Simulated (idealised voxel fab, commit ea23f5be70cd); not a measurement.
process module | voxel capacitor over wiring
cross-section cut | 180 nm wide | cells 5 nm
A cross-section is a grid of square cells, given in bands from the top down. A band is one or more rows of cells.
Each band's line starts with the height of the band's top and of its bottom, in nm. Then come its materials from left to right, each with its width in nm. One material with "throughout" fills the band from edge to edge. "air" is empty space.
Height 0 is the level under which the wafer as received is all one material. The lowest band goes on downwards, as in "0 down".
A width such as "30 to 40" changes by the same amount from each row of cells to the next, from the band's top row to its bottom row.
"no change" after a step means that no cell of the cross-section changed.
closed voids: empty space of 8 cells or more with no open way to the top, each as width x height at its distance from the left edge, in nm
after a step's settings: what the simulator itself notes on the step
overlay nm, on a step with a mask: how far to the right of its planned place the mask lay; to the left if negative
Each pair below shows a cross-section before one step and the cross-section after it, down to the lowest band that changed. The line under each pair gives the step between them, with its settings. The pairs can come from different runs of this module on the same starting wafer, so a pair continues from the pair above only where its "before" says so.
before
  0 down: Si throughout
  closed voids: none
after
  10 to 0: SiO2 throughout
  below 0: unchanged
  closed voids: none
the step between: op CONFORMAL_DEP | material SiO2 | thk nm 10
before: the cross-section after the pair above
after
  15 to 10: TiN throughout
  below 10: unchanged
  closed voids: none
the step between: op DIRECTIONAL_DEP | material TiN | thk nm 5
before: the cross-section after the pair above
after
  35 to 15: Ru throughout
  below 15: unchanged
  closed voids: none
the step between: op DIRECTIONAL_DEP | material Ru | thk nm 20
before: the cross-section after the pair above
after
  35 to 15: air 40 | Ru 20 | air 55 | Ru 20 | air 45
  below 15: unchanged
  closed voids: none
the step between: op MASKED_ETCH | tone cover | mask id METAL_1 | width nm 20 | pitch nm 75 | etch materials Ru | depth nm 20 | overlay nm 0
before: the cross-section after the pair above
after
  35 to 15: air 40 | Ru 20 | air 55 | Ru 20 | air 45
  15 to 10: air 40 | TiN 20 | air 55 | TiN 20 | air 45
  below 10: unchanged
  closed voids: none
the step between: op MASKED_ETCH | tone cover | mask id METAL_1 | width nm 20 | pitch nm 75 | etch materials TiN | depth nm 5 | overlay nm 0
before: the cross-section after the pair above
after
  40 to 35: air 35 | SiN 30 | air 45 | SiN 30 | air 40
  35 to 15: air 35 | SiN 5 | Ru 20 | SiN 5 | air 45 | SiN 5 | Ru 20 | SiN 5 | air 40
  15 to 10: SiN 40 | TiN 20 | SiN 55 | TiN 20 | SiN 45
  below 10: unchanged
  closed voids: none
the step between: op CONFORMAL_DEP | material SiN | thk nm 5
before: the cross-section after the pair above
after
  50 to 40: SiO2 throughout
  40 to 35: SiO2 35 | SiN 30 | SiO2 45 | SiN 30 | SiO2 40
  35 to 15: SiO2 35 | SiN 5 | Ru 20 | SiN 5 | SiO2 45 | SiN 5 | Ru 20 | SiN 5 | SiO2 40
  below 15: unchanged
  closed voids: none
the step between: op FILL_DEP | material SiO2 | thk nm 10
before: the cross-section after the pair above
after
  35 to 15: SiO2 35 | SiN 5 | Ru 20 | SiN 5 | SiO2 45 | SiN 5 | Ru 20 | SiN 5 | SiO2 40
  below 15: unchanged
  closed voids: none
the step between: op CMP | height nm 35
before: the cross-section after the pair above
after
  40 to 35: SiCN throughout
  below 35: unchanged
  closed voids: none
the step between: op CONFORMAL_DEP | material SiCN | thk nm 5
before: the cross-section after the pair above
after
  50 to 40: lowk throughout
  below 40: unchanged
  closed voids: none
the step between: op DIRECTIONAL_DEP | material lowk | thk nm 10
before: the cross-section after the pair above
after
  65 to 50: resist 45 | air 15 | resist 120
  below 50: unchanged
  closed voids: none
the step between: op PATTERN | tone open | mask id PLUG_1 | material resist | width nm 15 | thk nm 15 | overlay nm 0
before: the cross-section after the pair above
after
  65 to 50: resist 45 | air 15 | resist 120
  50 to 40: lowk 45 | air 15 | lowk 120
  below 40: unchanged
  closed voids: none
the step between: op DIRECTIONAL_ETCH | etch materials lowk | depth nm 10
before: the cross-section after the pair above
after
  65 to 50: resist 45 | air 15 | resist 120
  50 to 40: lowk 45 | air 15 | lowk 120
  40 to 35: SiCN 45 | air 15 | SiCN 120
  below 35: unchanged
  closed voids: none
the step between: op DIRECTIONAL_ETCH | etch materials SiCN | depth nm 5
before: the cross-section after the pair above
after
  50 to 40: lowk 45 | air 15 | lowk 120
  below 40: unchanged
  closed voids: none
the step between: op STRIP | etch materials resist
before: the cross-section after the pair above
after
  55 to 50: TiN 50 | air 5 | TiN 125
  50 to 40: lowk 45 | TiN 5 | air 5 | TiN 5 | lowk 120
  40 to 35: SiCN 45 | TiN 15 | SiCN 120
  below 35: unchanged
  closed voids: none
the step between: op CONFORMAL_DEP | material TiN | thk nm 5
before: the cross-section after the pair above
after
  65 to 55: W throughout
  55 to 50: TiN 50 | W 5 | TiN 125
  50 to 40: lowk 45 | TiN 5 | W 5 | TiN 5 | lowk 120
  below 40: unchanged
  closed voids: none
the step between: op FILL_DEP | material W | thk nm 10
before: the cross-section after the pair above
after
  50 to 40: lowk 45 | TiN 5 | W 5 | TiN 5 | lowk 120
  below 40: unchanged
  closed voids: none
the step between: op CMP | height nm 50
before: the cross-section after the pair above
after
  55 to 50: TiN throughout
  below 50: unchanged
  closed voids: none
the step between: op DIRECTIONAL_DEP | material TiN | thk nm 5
before: the cross-section after the pair above
after
  60 to 55: SiN throughout
  below 55: unchanged
  closed voids: none
the step between: op DIRECTIONAL_DEP | material SiN | thk nm 5
before: the cross-section after the pair above
after
  70 to 60: TiN throughout
  below 60: unchanged
  closed voids: none
the step between: op DIRECTIONAL_DEP | material TiN | thk nm 10
before: the cross-section after the pair above
after
  85 to 70: air 45 | resist 60 | air 75
  below 70: unchanged
  closed voids: none
the step between: op PATTERN | tone cover | mask id UPPER_PLATE | material resist | width nm 60 | thk nm 15 | overlay nm 0
before: the cross-section after the pair above
after
  85 to 70: air 45 | resist 60 | air 75
  70 to 60: air 45 | TiN 60 | air 75
  below 60: unchanged
  closed voids: none
the step between: op DIRECTIONAL_ETCH | etch materials TiN | depth nm 10
before: the cross-section after the pair above
after
  85 to 70: air 45 | resist 60 | air 75
  70 to 60: air 45 | TiN 60 | air 75
  60 to 55: air 45 | SiN 60 | air 75
  below 55: unchanged
  closed voids: none
the step between: op DIRECTIONAL_ETCH | etch materials SiN | depth nm 5
before: the cross-section after the pair above
after
  70 to 60: air 45 | TiN 60 | air 75
  below 60: unchanged
  closed voids: none
the step between: op STRIP | etch materials resist
before: the cross-section after the pair above
after
  85 to 70: air 40 | resist 70 | air 70
  70 to 60: air 40 | resist 5 | TiN 60 | resist 5 | air 70
  60 to 55: air 40 | resist 5 | SiN 60 | resist 5 | air 70
  below 55: unchanged
  closed voids: none
the step between: op PATTERN | tone cover | mask id LOWER_PLATE | material resist | width nm 70 | thk nm 15 | overlay nm 0
before: the cross-section after the pair above
after
  85 to 70: air 40 | resist 70 | air 70
  70 to 60: air 40 | resist 5 | TiN 60 | resist 5 | air 70
  60 to 55: air 40 | resist 5 | SiN 60 | resist 5 | air 70
  55 to 50: air 40 | TiN 70 | air 70
  below 50: unchanged
  closed voids: none
the step between: op DIRECTIONAL_ETCH | etch materials TiN | depth nm 5
before: the cross-section after the pair above
after
  70 to 60: air 45 | TiN 60 | air 75
  60 to 55: air 45 | SiN 60 | air 75
  below 55: unchanged
  closed voids: none
the step between: op STRIP | etch materials resist
before: the cross-section after the pair above
after
  85 to 70: SiO2 throughout
  70 to 60: SiO2 45 | TiN 60 | SiO2 75
  60 to 55: SiO2 45 | SiN 60 | SiO2 75
  55 to 50: SiO2 40 | TiN 70 | SiO2 70
  below 50: unchanged
  closed voids: none
the step between: op FILL_DEP | material SiO2 | thk nm 15
before: the cross-section after the pair above
after
  80 to 70: SiO2 throughout
  below 70: unchanged
  closed voids: none
the step between: op CMP | height nm 80
before: the cross-section after the pair above
after
  95 to 80: resist 55 | air 15 | resist 110
  below 80: unchanged
  closed voids: none
the step between: op PATTERN | tone open | mask id PLUG_2 | material resist | width nm 15 | thk nm 15 | overlay nm 0
before: the cross-section after the pair above
after
  95 to 80: resist 55 | air 15 | resist 110
  80 to 70: SiO2 55 | air 15 | SiO2 110
  below 70: unchanged
  closed voids: none
the step between: op DIRECTIONAL_ETCH | etch materials SiO2 | depth nm 10
before: the cross-section after the pair above
after
  80 to 70: SiO2 55 | air 15 | SiO2 110
  below 70: unchanged
  closed voids: none
the step between: op STRIP | etch materials resist
before: the cross-section after the pair above
after
  85 to 80: TiN 60 | air 5 | TiN 115
  80 to 75: SiO2 55 | TiN 5 | air 5 | TiN 5 | SiO2 110
  75 to 70: SiO2 55 | TiN 15 | SiO2 110
  below 70: unchanged
  closed voids: none
the step between: op CONFORMAL_DEP | material TiN | thk nm 5
before: the cross-section after the pair above
after
  95 to 85: Ru throughout
  85 to 80: TiN 60 | Ru 5 | TiN 115
  80 to 75: SiO2 55 | TiN 5 | Ru 5 | TiN 5 | SiO2 110
  below 75: unchanged
  closed voids: none
the step between: op FILL_DEP | material Ru | thk nm 10
before: the cross-section after the pair above
after
  80 to 75: SiO2 55 | TiN 5 | Ru 5 | TiN 5 | SiO2 110
  below 75: unchanged
  closed voids: none
the step between: op CMP | height nm 80
before: the cross-section after the pair above
after
  85 to 80: SiCN throughout
  below 80: unchanged
  closed voids: none
the step between: op CONFORMAL_DEP | material SiCN | thk nm 5
before
  95 to 85: Ru throughout
  85 to 80: TiN 60 | Ru 5 | TiN 115
  80 to 75: SiO2 55 | TiN 5 | Ru 5 | TiN 5 | SiO2 110
  75 to 70: SiO2 55 | TiN 15 | SiO2 110
  70 to 60: SiO2 45 | TiN 60 | SiO2 75
  60 to 55: SiO2 45 | SiN 60 | SiO2 75
  55 to 50: SiO2 40 | TiN 70 | SiO2 70
  50 to 40: lowk 45 | TiN 5 | W 5 | TiN 5 | lowk 120
  40 to 35: SiCN 45 | TiN 15 | SiCN 120
  35 to 15: SiO2 35 | SiN 5 | Ru 20 | SiN 5 | SiO2 45 | SiN 5 | Ru 20 | SiN 5 | SiO2 40
  15 to 10: SiN 40 | TiN 20 | SiN 55 | TiN 20 | SiN 45
  10 to 0: SiO2 throughout
  0 down: Si throughout
  closed voids: none
after
  100 to 95: SiCN throughout
  below 95: unchanged
  closed voids: none
the step between: op CONFORMAL_DEP | material SiCN | thk nm 5
before
  95 to 85: Ru throughout
  85 to 80: TiN 60 | Ru 5 | TiN 115
  80 to 75: SiO2 55 | TiN 5 | Ru 5 | TiN 5 | SiO2 110
  75 to 70: SiO2 55 | TiN 15 | SiO2 110
  70 to 60: SiO2 45 | TiN 60 | SiO2 75
  60 to 55: SiO2 45 | SiN 60 | SiO2 75
  55 to 50: SiO2 40 | TiN 70 | SiO2 70
  50 to 40: lowk 45 | TiN 5 | W 5 | TiN 5 | lowk 120
  40 to 35: SiCN 45 | TiN 15 | SiCN 120
  35 to 15: SiO2 35 | SiN 5 | Ru 20 | SiN 5 | SiO2 45 | SiN 5 | Ru 20 | SiN 5 | SiO2 40
  15 to 10: SiN 40 | TiN 20 | SiN 55 | TiN 20 | SiN 45
  10 to 0: SiO2 throughout
  0 down: Si throughout
  closed voids: none
after
  105 to 85: Ru throughout
  below 85: unchanged
  closed voids: none
the step between: op FILL_DEP | material Ru | thk nm 10
before: the cross-section after the pair above
after
  80 to 75: SiO2 55 | TiN 5 | Ru 5 | TiN 5 | SiO2 110
  below 75: unchanged
  closed voids: none
the step between: op CMP | height nm 80
before
  10 to 0: SiO2 throughout
  0 down: Si throughout
  closed voids: none
after
  30 to 10: Ru throughout
  below 10: unchanged
  closed voids: none
the step between: op DIRECTIONAL_DEP | material Ru | thk nm 20
before: the cross-section after the pair above
after
  35 to 30: TiN throughout
  below 30: unchanged
  closed voids: none
the step between: op DIRECTIONAL_DEP | material TiN | thk nm 5
before: the cross-section after the pair above
after
  35 to 30: air 40 | TiN 20 | air 55 | TiN 20 | air 45
  below 30: unchanged
  closed voids: none
the step between: op MASKED_ETCH | tone cover | mask id METAL_1 | width nm 20 | pitch nm 75 | etch materials TiN | depth nm 5 | overlay nm 0
before: the cross-section after the pair above
after
  40 to 35: air 35 | SiN 30 | air 45 | SiN 30 | air 40
  35 to 30: SiN 40 | TiN 20 | SiN 55 | TiN 20 | SiN 45
  below 30: unchanged
  closed voids: none
the step between: op CONFORMAL_DEP | material SiN | thk nm 5
before: the cross-section after the pair above
after
  50 to 40: SiO2 throughout
  40 to 35: SiO2 35 | SiN 30 | SiO2 45 | SiN 30 | SiO2 40
  below 35: unchanged
  closed voids: none
the step between: op FILL_DEP | material SiO2 | thk nm 10
before: the cross-section after the pair above
after
  35 to 30: SiN 40 | TiN 20 | SiN 55 | TiN 20 | SiN 45
  below 30: unchanged
  closed voids: none
the step between: op CMP | height nm 35
before: the cross-section after the pair above
after
  40 to 35: SiCN throughout
  below 35: unchanged
  closed voids: none
the step between: op CONFORMAL_DEP | material SiCN | thk nm 5
before: the cross-section after the pair above
after
  50 to 40: lowk throughout
  below 40: unchanged
  closed voids: none
the step between: op DIRECTIONAL_DEP | material lowk | thk nm 10
before: the cross-section after the pair above
after
  65 to 50: resist 45 | air 15 | resist 120
  below 50: unchanged
  closed voids: none
the step between: op PATTERN | tone open | mask id PLUG_1 | material resist | width nm 15 | thk nm 15 | overlay nm 0
before: the cross-section after the pair above
after
  65 to 50: resist 45 | air 15 | resist 120
  50 to 40: lowk 45 | air 15 | lowk 120
  below 40: unchanged
  closed voids: none
the step between: op DIRECTIONAL_ETCH | etch materials lowk | depth nm 10
before: the cross-section after the pair above
after
  65 to 50: resist 45 | air 15 | resist 120
  50 to 40: lowk 45 | air 15 | lowk 120
  40 to 35: SiCN 45 | air 15 | SiCN 120
  below 35: unchanged
  closed voids: none
the step between: op DIRECTIONAL_ETCH | etch materials SiCN | depth nm 5
before: the cross-section after the pair above
after
  50 to 40: lowk 45 | air 15 | lowk 120
  below 40: unchanged
  closed voids: none
the step between: op STRIP | etch materials resist
before: the cross-section after the pair above
after
  55 to 50: TiN 50 | air 5 | TiN 125
  50 to 40: lowk 45 | TiN 5 | air 5 | TiN 5 | lowk 120
  40 to 35: SiCN 45 | TiN 15 | SiCN 120
  below 35: unchanged
  closed voids: none
the step between: op CONFORMAL_DEP | material TiN | thk nm 5
before: the cross-section after the pair above
after
  65 to 55: W throughout
  55 to 50: TiN 50 | W 5 | TiN 125
  50 to 40: lowk 45 | TiN 5 | W 5 | TiN 5 | lowk 120
  below 40: unchanged
  closed voids: none
the step between: op FILL_DEP | material W | thk nm 10
before: the cross-section after the pair above
after
  50 to 40: lowk 45 | TiN 5 | W 5 | TiN 5 | lowk 120
  below 40: unchanged
  closed voids: none
the step between: op CMP | height nm 50
before: the cross-section after the pair above
after
  55 to 50: TiN throughout
  below 50: unchanged
  closed voids: none
the step between: op DIRECTIONAL_DEP | material TiN | thk nm 5
before: the cross-section after the pair above
after
  60 to 55: SiN throughout
  below 55: unchanged
  closed voids: none
the step between: op DIRECTIONAL_DEP | material SiN | thk nm 5
before: the cross-section after the pair above
after
  70 to 60: TiN throughout
  below 60: unchanged
  closed voids: none
the step between: op DIRECTIONAL_DEP | material TiN | thk nm 10
before: the cross-section after the pair above
after
  85 to 70: air 45 | resist 60 | air 75
  below 70: unchanged
  closed voids: none
the step between: op PATTERN | tone cover | mask id UPPER_PLATE | material resist | width nm 60 | thk nm 15 | overlay nm 0
before: the cross-section after the pair above
after
  85 to 70: air 45 | resist 60 | air 75
  70 to 60: air 45 | TiN 60 | air 75
  below 60: unchanged
  closed voids: none
the step between: op DIRECTIONAL_ETCH | etch materials TiN | depth nm 10
before: the cross-section after the pair above
after
  85 to 70: air 45 | resist 60 | air 75
  70 to 60: air 45 | TiN 60 | air 75
  60 to 55: air 45 | SiN 60 | air 75
  below 55: unchanged
  closed voids: none
the step between: op DIRECTIONAL_ETCH | etch materials SiN | depth nm 5
before: the cross-section after the pair above
after
  70 to 60: air 45 | TiN 60 | air 75
  below 60: unchanged
  closed voids: none
the step between: op STRIP | etch materials resist
before: the cross-section after the pair above
after
  85 to 70: air 40 | resist 70 | air 70
  70 to 60: air 40 | resist 5 | TiN 60 | resist 5 | air 70
  60 to 55: air 40 | resist 5 | SiN 60 | resist 5 | air 70
  below 55: unchanged
  closed voids: none
the step between: op PATTERN | tone cover | mask id LOWER_PLATE | material resist | width nm 70 | thk nm 15 | overlay nm 0
before: the cross-section after the pair above
after
  85 to 70: air 40 | resist 70 | air 70
  70 to 60: air 40 | resist 5 | TiN 60 | resist 5 | air 70
  60 to 55: air 40 | resist 5 | SiN 60 | resist 5 | air 70
  55 to 50: air 40 | TiN 70 | air 70
  below 50: unchanged
  closed voids: none
the step between: op DIRECTIONAL_ETCH | etch materials TiN | depth nm 5
before: the cross-section after the pair above
after
  70 to 60: air 45 | TiN 60 | air 75
  60 to 55: air 45 | SiN 60 | air 75
  below 55: unchanged
  closed voids: none
the step between: op STRIP | etch materials resist
before: the cross-section after the pair above
after
  85 to 70: SiO2 throughout
  70 to 60: SiO2 45 | TiN 60 | SiO2 75
  60 to 55: SiO2 45 | SiN 60 | SiO2 75
  55 to 50: SiO2 40 | TiN 70 | SiO2 70
  below 50: unchanged
  closed voids: none
the step between: op FILL_DEP | material SiO2 | thk nm 15
before: the cross-section after the pair above
after
  80 to 70: SiO2 throughout
  below 70: unchanged
  closed voids: none
the step between: op CMP | height nm 80
before: the cross-section after the pair above
after
  95 to 80: resist 55 | air 15 | resist 110
  below 80: unchanged
  closed voids: none
the step between: op PATTERN | tone open | mask id PLUG_2 | material resist | width nm 15 | thk nm 15 | overlay nm 0
before: the cross-section after the pair above
after
  95 to 80: resist 55 | air 15 | resist 110
  80 to 70: SiO2 55 | air 15 | SiO2 110
  below 70: unchanged
  closed voids: none
the step between: op DIRECTIONAL_ETCH | etch materials SiO2 | depth nm 10
before: the cross-section after the pair above
after
  80 to 70: SiO2 55 | air 15 | SiO2 110
  below 70: unchanged
  closed voids: none
the step between: op STRIP | etch materials resist
before: the cross-section after the pair above
after
  85 to 80: TiN 60 | air 5 | TiN 115
  80 to 75: SiO2 55 | TiN 5 | air 5 | TiN 5 | SiO2 110
  75 to 70: SiO2 55 | TiN 15 | SiO2 110
  below 70: unchanged
  closed voids: none
the step between: op CONFORMAL_DEP | material TiN | thk nm 5
before: the cross-section after the pair above
after
  95 to 85: Ru throughout
  85 to 80: TiN 60 | Ru 5 | TiN 115
  80 to 75: SiO2 55 | TiN 5 | Ru 5 | TiN 5 | SiO2 110
  below 75: unchanged
  closed voids: none
the step between: op FILL_DEP | material Ru | thk nm 10
before: the cross-section after the pair above
after
  80 to 75: SiO2 55 | TiN 5 | Ru 5 | TiN 5 | SiO2 110
  below 75: unchanged
  closed voids: none
the step between: op CMP | height nm 80
before: the cross-section after the pair above
after
  85 to 80: SiCN throughout
  below 80: unchanged
  closed voids: none
the step between: op CONFORMAL_DEP | material SiCN | thk nm 5
before
  95 to 85: Ru throughout
  85 to 80: TiN 60 | Ru 5 | TiN 115
  80 to 75: SiO2 55 | TiN 5 | Ru 5 | TiN 5 | SiO2 110
  75 to 70: SiO2 55 | TiN 15 | SiO2 110
  70 to 60: SiO2 45 | TiN 60 | SiO2 75
  60 to 55: SiO2 45 | SiN 60 | SiO2 75
  55 to 50: SiO2 40 | TiN 70 | SiO2 70
  50 to 40: lowk 45 | TiN 5 | W 5 | TiN 5 | lowk 120
  40 to 35: SiCN 45 | TiN 15 | SiCN 120
  35 to 15: SiO2 35 | SiN 5 | Ru 20 | SiN 5 | SiO2 45 | SiN 5 | Ru 20 | SiN 5 | SiO2 40
  15 to 10: SiN 40 | TiN 20 | SiN 55 | TiN 20 | SiN 45
  10 to 0: SiO2 throughout
  0 down: Si throughout
  closed voids: none
after
  70 to 60: SiO2 45 | TiN 60 | SiO2 75
  below 60: unchanged
  closed voids: none
the step between: op CMP | height nm 70
before: the cross-section after the pair above
after
  75 to 70: SiCN throughout
  below 70: unchanged
  closed voids: none
the step between: op CONFORMAL_DEP | material SiCN | thk nm 5
before
  80 to 70: SiO2 throughout
  70 to 60: SiO2 45 | TiN 60 | SiO2 75
  60 to 55: SiO2 45 | SiN 60 | SiO2 75
  55 to 50: SiO2 40 | TiN 70 | SiO2 70
  50 to 40: lowk 45 | TiN 5 | W 5 | TiN 5 | lowk 120
  40 to 35: SiCN 45 | TiN 15 | SiCN 120
  35 to 15: SiO2 35 | SiN 5 | Ru 20 | SiN 5 | SiO2 45 | SiN 5 | Ru 20 | SiN 5 | SiO2 40
  15 to 10: SiN 40 | TiN 20 | SiN 55 | TiN 20 | SiN 45
  10 to 0: SiO2 throughout
  0 down: Si throughout
  closed voids: none
after
  95 to 80: resist 55 | air 20 | resist 105
  below 80: unchanged
  closed voids: none
the step between: op PATTERN | tone open | mask id PLUG_2 | material resist | width nm 20 | thk nm 15 | overlay nm 0
before: the cross-section after the pair above
after
  95 to 80: resist 55 | air 20 | resist 105
  80 to 70: SiO2 55 | air 20 | SiO2 105
  below 70: unchanged
  closed voids: none
the step between: op DIRECTIONAL_ETCH | etch materials SiO2 | depth nm 10
before: the cross-section after the pair above
after
  80 to 70: SiO2 55 | air 20 | SiO2 105
  below 70: unchanged
  closed voids: none
the step between: op STRIP | etch materials resist
before: the cross-section after the pair above
after
  85 to 80: TiN 60 | air 10 | TiN 110
  80 to 75: SiO2 55 | TiN 5 | air 10 | TiN 5 | SiO2 105
  75 to 70: SiO2 55 | TiN 20 | SiO2 105
  below 70: unchanged
  closed voids: none
the step between: op CONFORMAL_DEP | material TiN | thk nm 5
before: the cross-section after the pair above
after
  95 to 85: Ru throughout
  85 to 80: TiN 60 | Ru 10 | TiN 110
  80 to 75: SiO2 55 | TiN 5 | Ru 10 | TiN 5 | SiO2 105
  below 75: unchanged
  closed voids: none
the step between: op FILL_DEP | material Ru | thk nm 10
before: the cross-section after the pair above
after
  80 to 75: SiO2 55 | TiN 5 | Ru 10 | TiN 5 | SiO2 105
  below 75: unchanged
  closed voids: none
the step between: op CMP | height nm 80
before: the cross-section after the pair above
after
  85 to 80: SiCN throughout
  below 80: unchanged
  closed voids: none
the step between: op CONFORMAL_DEP | material SiCN | thk nm 5
before
  70 to 60: air 45 | TiN 60 | air 75
  60 to 55: air 45 | SiN 60 | air 75
  55 to 50: TiN throughout
  50 to 40: lowk 45 | TiN 5 | W 5 | TiN 5 | lowk 120
  40 to 35: SiCN 45 | TiN 15 | SiCN 120
  35 to 15: SiO2 35 | SiN 5 | Ru 20 | SiN 5 | SiO2 45 | SiN 5 | Ru 20 | SiN 5 | SiO2 40
  15 to 10: SiN 40 | TiN 20 | SiN 55 | TiN 20 | SiN 45
  10 to 0: SiO2 throughout
  0 down: Si throughout
  closed voids: none
after
  85 to 70: air 30 | resist 70 | air 80
  70 to 60: air 30 | resist 15 | TiN 60 | air 75
  60 to 55: air 30 | resist 15 | SiN 60 | air 75
  below 55: unchanged
  closed voids: none
the step between: op PATTERN | tone cover | mask id LOWER_PLATE | material resist | width nm 70 | thk nm 15 | overlay nm -10
before: the cross-section after the pair above
after
  85 to 70: air 30 | resist 70 | air 80
  70 to 60: air 30 | resist 15 | TiN 55 to 60 | air 80 to 75
  60 to 55: air 30 | resist 15 | SiN 60 | air 75
  55 to 50: air 30 | TiN 75 | air 75
  below 50: unchanged
  closed voids: none
the step between: op DIRECTIONAL_ETCH | etch materials TiN | depth nm 5
before: the cross-section after the pair above
after
  70 to 60: air 45 | TiN 55 to 60 | air 80 to 75
  60 to 55: air 45 | SiN 60 | air 75
  below 55: unchanged
  closed voids: none
the step between: op STRIP | etch materials resist
before: the cross-section after the pair above
after
  85 to 70: SiO2 throughout
  70 to 60: SiO2 45 | TiN 55 to 60 | SiO2 80 to 75
  60 to 55: SiO2 45 | SiN 60 | SiO2 75
  55 to 50: SiO2 30 | TiN 75 | SiO2 75
  below 50: unchanged
  closed voids: none
the step between: op FILL_DEP | material SiO2 | thk nm 15
before: the cross-section after the pair above
after
  80 to 70: SiO2 throughout
  below 70: unchanged
  closed voids: none
the step between: op CMP | height nm 80
before: the cross-section after the pair above
after
  95 to 80: resist 55 | air 15 | resist 110
  below 80: unchanged
  closed voids: none
the step between: op PATTERN | tone open | mask id PLUG_2 | material resist | width nm 15 | thk nm 15 | overlay nm 0
before: the cross-section after the pair above
after
  95 to 80: resist 55 | air 15 | resist 110
  80 to 70: SiO2 55 | air 15 | SiO2 110
  below 70: unchanged
  closed voids: none
the step between: op DIRECTIONAL_ETCH | etch materials SiO2 | depth nm 10
before: the cross-section after the pair above
after
  80 to 70: SiO2 55 | air 15 | SiO2 110
  below 70: unchanged
  closed voids: none
the step between: op STRIP | etch materials resist
before: the cross-section after the pair above
after
  85 to 80: TiN 60 | air 5 | TiN 115
  80 to 75: SiO2 55 | TiN 5 | air 5 | TiN 5 | SiO2 110
  75 to 65: SiO2 55 to 45 | TiN 15 to 55 | SiO2 110 to 80
  below 65: unchanged
  closed voids: none
the step between: op CONFORMAL_DEP | material TiN | thk nm 5
before: the cross-section after the pair above
after
  95 to 85: Ru throughout
  85 to 80: TiN 60 | Ru 5 | TiN 115
  80 to 75: SiO2 55 | TiN 5 | Ru 5 | TiN 5 | SiO2 110
  below 75: unchanged
  closed voids: none
the step between: op FILL_DEP | material Ru | thk nm 10
before: the cross-section after the pair above
after
  80 to 75: SiO2 55 | TiN 5 | Ru 5 | TiN 5 | SiO2 110
  below 75: unchanged
  closed voids: none
the step between: op CMP | height nm 80
before: the cross-section after the pair above
after
  85 to 80: SiCN throughout
  below 80: unchanged
  closed voids: none
the step between: op CONFORMAL_DEP | material SiCN | thk nm 5
before
  80 to 70: SiO2 55 | air 15 | SiO2 110
  70 to 60: SiO2 45 | TiN 60 | SiO2 75
  60 to 55: SiO2 45 | SiN 60 | SiO2 75
  55 to 50: SiO2 40 | TiN 70 | SiO2 70
  50 to 40: lowk 45 | TiN 5 | W 5 | TiN 5 | lowk 120
  40 to 35: SiCN 45 | TiN 15 | SiCN 120
  35 to 15: SiO2 35 | SiN 5 | Ru 20 | SiN 5 | SiO2 45 | SiN 5 | Ru 20 | SiN 5 | SiO2 40
  15 to 10: SiN 40 | TiN 20 | SiN 55 | TiN 20 | SiN 45
  10 to 0: SiO2 throughout
  0 down: Si throughout
  closed voids: none
after
  85 to 80: lowk 60 | air 5 | lowk 115
  80 to 75: SiO2 55 | lowk 5 | air 5 | lowk 5 | SiO2 110
  75 to 70: SiO2 55 | lowk 15 | SiO2 110
  below 70: unchanged
  closed voids: none
the step between: op CONFORMAL_DEP | material lowk | thk nm 5
before: the cross-section after the pair above
after
  95 to 85: Ru throughout
  85 to 80: lowk 60 | Ru 5 | lowk 115
  80 to 75: SiO2 55 | lowk 5 | Ru 5 | lowk 5 | SiO2 110
  below 75: unchanged
  closed voids: none
the step between: op FILL_DEP | material Ru | thk nm 10
before: the cross-section after the pair above
after
  80 to 75: SiO2 55 | lowk 5 | Ru 5 | lowk 5 | SiO2 110
  below 75: unchanged
  closed voids: none
the step between: op CMP | height nm 80
before: the cross-section after the pair above
after
  85 to 80: SiCN throughout
  below 80: unchanged
  closed voids: none
the step between: op CONFORMAL_DEP | material SiCN | thk nm 5
before
  70 to 60: air 45 | TiN 60 | air 75
  60 to 55: air 45 | SiN 60 | air 75
  55 to 50: TiN throughout
  50 to 40: lowk 45 | TiN 5 | W 5 | TiN 5 | lowk 120
  40 to 35: SiCN 45 | TiN 15 | SiCN 120
  35 to 15: SiO2 35 | SiN 5 | Ru 20 | SiN 5 | SiO2 45 | SiN 5 | Ru 20 | SiN 5 | SiO2 40
  15 to 10: SiN 40 | TiN 20 | SiN 55 | TiN 20 | SiN 45
  10 to 0: SiO2 throughout
  0 down: Si throughout
  closed voids: none
after
  85 to 70: resist 40 | air 70 | resist 70
  70 to 60: resist 40 | air 5 | TiN 60 | air 5 | resist 70
  60 to 55: resist 40 | air 5 | SiN 60 | air 5 | resist 70
  below 55: unchanged
  closed voids: none
the step between: op PATTERN | tone open | mask id LOWER_PLATE | material resist | width nm 70 | thk nm 15 | overlay nm 0
before: the cross-section after the pair above
after
  85 to 65: resist 40 | air 70 | resist 70
  65 to 60: resist 40 | air 5 | TiN 60 | air 5 | resist 70
  60 to 55: resist 40 | air 5 | SiN 60 | air 5 | resist 70
  55 to 50: TiN 40 | air 5 | TiN 60 | air 5 | TiN 70
  below 50: unchanged
  closed voids: none
the step between: op DIRECTIONAL_ETCH | etch materials TiN | depth nm 5
before: the cross-section after the pair above
after
  65 to 60: air 45 | TiN 60 | air 75
  60 to 55: air 45 | SiN 60 | air 75
  below 55: unchanged
  closed voids: none
the step between: op STRIP | etch materials resist
before: the cross-section after the pair above
after
  80 to 65: SiO2 throughout
  65 to 60: SiO2 45 | TiN 60 | SiO2 75
  60 to 55: SiO2 45 | SiN 60 | SiO2 75
  55 to 50: TiN 40 | SiO2 5 | TiN 60 | SiO2 5 | TiN 70
  below 50: unchanged
  closed voids: none
the step between: op FILL_DEP | material SiO2 | thk nm 15
before: the cross-section after the pair above
after
  95 to 80: resist 55 | air 15 | resist 110
  below 80: unchanged
  closed voids: none
the step between: op PATTERN | tone open | mask id PLUG_2 | material resist | width nm 15 | thk nm 15 | overlay nm 0
before: the cross-section after the pair above
after
  95 to 80: resist 55 | air 15 | resist 110
  80 to 70: SiO2 55 | air 15 | SiO2 110
  below 70: unchanged
  closed voids: none
the step between: op DIRECTIONAL_ETCH | etch materials SiO2 | depth nm 10
before: the cross-section after the pair above
after
  80 to 70: SiO2 55 | air 15 | SiO2 110
  below 70: unchanged
  closed voids: none
the step between: op STRIP | etch materials resist
before: the cross-section after the pair above
after
  85 to 80: TiN 60 | air 5 | TiN 115
  80 to 75: SiO2 55 | TiN 5 | air 5 | TiN 5 | SiO2 110
  75 to 70: SiO2 55 | TiN 15 | SiO2 110
  below 70: unchanged
  closed voids: none
the step between: op CONFORMAL_DEP | material TiN | thk nm 5
before: the cross-section after the pair above
after
  95 to 85: Ru throughout
  85 to 80: TiN 60 | Ru 5 | TiN 115
  80 to 75: SiO2 55 | TiN 5 | Ru 5 | TiN 5 | SiO2 110
  below 75: unchanged
  closed voids: none
the step between: op FILL_DEP | material Ru | thk nm 10
before: the cross-section after the pair above
after
  80 to 75: SiO2 55 | TiN 5 | Ru 5 | TiN 5 | SiO2 110
  below 75: unchanged
  closed voids: none
the step between: op CMP | height nm 80
before: the cross-section after the pair above
after
  85 to 80: SiCN throughout
  below 80: unchanged
  closed voids: none
the step between: op CONFORMAL_DEP | material SiCN | thk nm 5
